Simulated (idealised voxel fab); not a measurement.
process module | voxel transistor to metal
cross-section cut | 180 nm wide | cells 5 nm
A cross-section is a grid of square cells, given in bands from the top down. A band is one or more rows of cells.
Each band's line starts with the height of the band's top and of its bottom, in nm. Then come its materials from left to right, each with its width in nm. One material with "throughout" fills the band from edge to edge. "air" is empty space.
Height 0 is the level under which the wafer as received is all one material. The lowest band goes on downwards, as in "0 down".
A width such as "30 to 40" changes by the same amount from each row of cells to the next, from the band's top row to its bottom row.
"no change" after a step means that no cell of the cross-section changed.
closed voids: empty space of 8 cells or more with no open way to the top, each as width x height at its distance from the left edge, in nm
after a step's settings: what the simulator itself notes on the step
overlay nm, on a step with a mask: how far to the right of its planned place the mask lay; to the left if negative
plan
1 op RECEIVE | material Si
2 op CONFORMAL_DEP | material SiO2 | thk nm 5
3 op CONFORMAL_DEP | material SiN | thk nm 10
4 op MASKED_ETCH | tone cover | mask id ACTIVE | width nm 115 | etch materials SiN | depth nm 10 | overlay nm 0
5 op MASKED_ETCH | tone cover | mask id ACTIVE | width nm 115 | etch materials SiO2 | depth nm 5 | overlay nm 0
6 op MASKED_ETCH | tone cover | mask id ACTIVE | width nm 115 | etch materials Si | depth nm 30 | overlay nm 0
7 op OXIDIZE | depth nm 5
8 op FILL_DEP | material SiO2 | thk nm 10
9 op CMP | height nm 15
10 op SELECTIVE_ETCH | etch materials SiO2 | depth nm 5
11 op STRIP | etch materials SiN
12 op SELECTIVE_ETCH | etch materials SiO2 | depth nm 5
13 op OXIDIZE | depth nm 5
14 op DIRECTIONAL_DEP | material polySi | thk nm 30
15 op DIRECTIONAL_DEP | material SiCN | thk nm 15
16 op MASKED_ETCH | tone cover | mask id GATE | width nm 25 | etch materials SiCN | depth nm 25 | overlay nm 0
17 op MASKED_ETCH | tone cover | mask id GATE | width nm 25 | etch materials polySi | depth nm 40 | overlay nm 0
18 op CONFORMAL_DEP | material SiO2 | thk nm 5
19 op DIRECTIONAL_ETCH | etch materials SiO2 | depth nm 5
20 op CONFORMAL_DEP | material SiN | thk nm 10
21 op DIRECTIONAL_ETCH | etch materials SiN | depth nm 10
22 op DIRECTIONAL_ETCH | etch materials SiO2 | depth nm 5
23 op EPI | material SiGe | thk nm 5
24 op FILL_DEP | material SiO2 | thk nm 5
25 op CMP | height nm 45
26 op DIRECTIONAL_DEP | material SiO2 | thk nm 10
27 op PATTERN | tone open | mask id CONTACT | material resist | width nm 35 | pitch nm 70 | thk nm 15 | overlay nm 0
28 op DIRECTIONAL_ETCH | etch materials SiO2 | depth nm 55
29 op STRIP | etch materials resist
30 op CONFORMAL_DEP | material TiN | thk nm 5
31 op FILL_DEP | material Ru | thk nm 10
32 op CMP | height nm 55
33 op CONFORMAL_DEP | material SiCN | thk nm 5
34 op DIRECTIONAL_DEP | material SiO2 | thk nm 25
35 op PATTERN | tone open | mask id METAL_1 | material resist | width nm 20 | pitch nm 85 | thk nm 15 | overlay nm 0
36 op DIRECTIONAL_ETCH | etch materials SiO2 | depth nm 25
37 op DIRECTIONAL_ETCH | etch materials SiCN | depth nm 5
38 op STRIP | etch materials resist
39 op CONFORMAL_DEP | material TiN | thk nm 5
40 op FILL_DEP | material Ru | thk nm 5
41 op CMP | height nm 85
42 op CONFORMAL_DEP | material SiCN | thk nm 5
43 op DIRECTIONAL_DEP | material lowk | thk nm 30
44 op PATTERN | tone open | mask id METAL_2 | material resist | width nm 20 | pitch nm 85 | thk nm 15 | overlay nm 0
45 op DIRECTIONAL_ETCH | etch materials lowk | depth nm 15
46 op STRIP | etch materials resist
47 op DIRECTIONAL_DEP | material aC | thk nm 10
48 op PATTERN | tone open | mask id METAL_2_HOLES | material resist | width nm 15 | pitch nm 85 | thk nm 25 | overlay nm 0
49 op DIRECTIONAL_ETCH | etch materials aC | depth nm 10
50 op STRIP | etch materials resist
51 op DIRECTIONAL_ETCH | etch materials lowk | depth nm 15
52 op DIRECTIONAL_ETCH | etch materials SiCN | depth nm 5
53 op STRIP | etch materials aC
54 op CONFORMAL_DEP | material TiN | thk nm 5
55 op FILL_DEP | material Ru | thk nm 5
56 op CMP | height nm 120
57 op CONFORMAL_DEP | material SiCN | thk nm 5
varied across the wafers: depth nm of step 19. The plan shows the first wafer's value. All wafers start alike
first wafer as received, after step 1
  0 down: Si throughout
  closed voids: none
first wafer at the end, after step 57
  125 to 120: SiCN throughout
  120 to 110: lowk 35 | TiN 5 | Ru 10 | TiN 5 | lowk 65 | TiN 5 | Ru 10 | TiN 5 | lowk 40
  110 to 105: lowk 35 | TiN 5 | Ru 5 | TiN 10 | lowk 65 | TiN 5 | Ru 5 | TiN 10 | lowk 40
  105 to 90: lowk 35 | TiN 5 | Ru 5 | TiN 5 | lowk 70 | TiN 5 | Ru 5 | TiN 5 | lowk 45
  90 to 85: SiCN 35 | TiN 15 | SiCN 70 | TiN 15 | SiCN 45
  85 to 60: SiO2 35 | TiN 5 | Ru 10 | TiN 5 | SiO2 65 | TiN 5 | Ru 10 | TiN 5 | SiO2 40
  60 to 55: SiCN 35 | TiN 20 | SiCN 65 | TiN 20 | SiCN 40
  55 to 45: SiO2 35 | TiN 5 | Ru 25 to 15 | TiN 5 to 15 | SiO2 35 | TiN 5 to 15 | Ru 25 to 15 | TiN 5 | SiO2 40
  45 to 30: SiO2 35 | TiN 5 | Ru 15 | TiN 5 | SiN 10 | SiO2 5 | SiCN 25 | SiO2 5 | SiN 10 | TiN 5 | Ru 15 | TiN 5 | SiO2 40
  30 to 10: SiO2 35 | TiN 5 | Ru 15 | TiN 5 | SiN 10 | SiO2 5 | polySi 25 | SiO2 5 | SiN 10 | TiN 5 | Ru 15 | TiN 5 | SiO2 40
  10 to 5: SiO2 35 | TiN 10 | Ru 10 | TiN 5 | SiN 10 | SiO2 5 | polySi 25 | SiO2 5 | SiN 10 | TiN 5 | Ru 10 | TiN 10 | SiO2 40
  5 to 0: SiO2 30 | SiN 10 | TiN 20 | SiN 10 | SiO2 5 | polySi 25 | SiO2 5 | SiN 10 | TiN 20 | SiN 10 | SiO2 35
  0 to -5: SiO2 40 | SiGe 20 | SiO2 55 | SiGe 20 | SiO2 45
  -5 to -35: SiO2 35 | Si 105 | SiO2 40
  -35 down: Si throughout
  closed voids: none
last wafer at the end
  125 to 120: SiCN throughout
  120 to 110: lowk 35 | TiN 5 | Ru 10 | TiN 5 | lowk 65 | TiN 5 | Ru 10 | TiN 5 | lowk 40
  110 to 105: lowk 35 | TiN 5 | Ru 5 | TiN 10 | lowk 65 | TiN 5 | Ru 5 | TiN 10 | lowk 40
  105 to 90: lowk 35 | TiN 5 | Ru 5 | TiN 5 | lowk 70 | TiN 5 | Ru 5 | TiN 5 | lowk 45
  90 to 85: SiCN 35 | TiN 15 | SiCN 70 | TiN 15 | SiCN 45
  85 to 60: SiO2 35 | TiN 5 | Ru 10 | TiN 5 | SiO2 65 | TiN 5 | Ru 10 | TiN 5 | SiO2 40
  60 to 55: SiCN 35 | TiN 20 | SiCN 65 | TiN 20 | SiCN 40
  55 to 45: SiO2 35 | TiN 5 | Ru 25 to 20 | TiN 5 to 10 | SiO2 35 | TiN 5 to 10 | Ru 25 to 20 | TiN 5 | SiO2 40
  45 to 35: SiO2 35 | TiN 5 | Ru 20 | TiN 5 | SiN 10 | SiCN 25 | SiN 10 | TiN 5 | Ru 20 | TiN 5 | SiO2 40
  35 to 30: SiO2 35 | TiN 5 | Ru 15 | TiN 10 | SiN 10 | SiCN 25 | SiN 10 | TiN 10 | Ru 15 | TiN 5 | SiO2 40
  30 to 5: SiO2 35 | TiN 5 | Ru 15 | TiN 5 | SiN 10 | SiO2 5 | polySi 25 | SiO2 5 | SiN 10 | TiN 5 | Ru 15 | TiN 5 | SiO2 40
  5 to 0: SiO2 35 | TiN 25 | SiN 10 | SiO2 5 | polySi 25 | SiO2 5 | SiN 10 | TiN 25 | SiO2 40
  0 to -5: SiO2 30 | SiGe 30 | SiN 10 | SiO2 35 | SiN 10 | SiGe 30 | SiO2 35
  -5 to -15: SiO2 25 to 30 | SiN 10 to 5 | Si 105 | SiN 10 to 5 | SiO2 30 to 35
  -15 to -35: SiO2 35 | Si 105 | SiO2 40
  -35 down: Si throughout
  closed voids: none
each wafer at the end: cells of each material gained (+) or lost (-) since it was received, then its closed voids
depth nm 5 | +98 Ru | -126 Si | +109 SiCN | +8 SiGe | +40 SiN | +453 SiO2 | +114 TiN | +174 lowk | +30 polySi | closed voids: none
depth nm 10 | +102 Ru | -126 Si | +109 SiCN | +8 SiGe | +44 SiN | +445 SiO2 | +114 TiN | +174 lowk | +30 polySi | closed voids: none
depth nm 15 | +104 Ru | -126 Si | +109 SiCN | +12 SiGe | +42 SiN | +441 SiO2 | +114 TiN | +174 lowk | +30 polySi | closed voids: none
depth nm 20 | +106 Ru | -126 Si | +109 SiCN | +12 SiGe | +46 SiN | +435 SiO2 | +114 TiN | +174 lowk | +30 polySi | closed voids: none
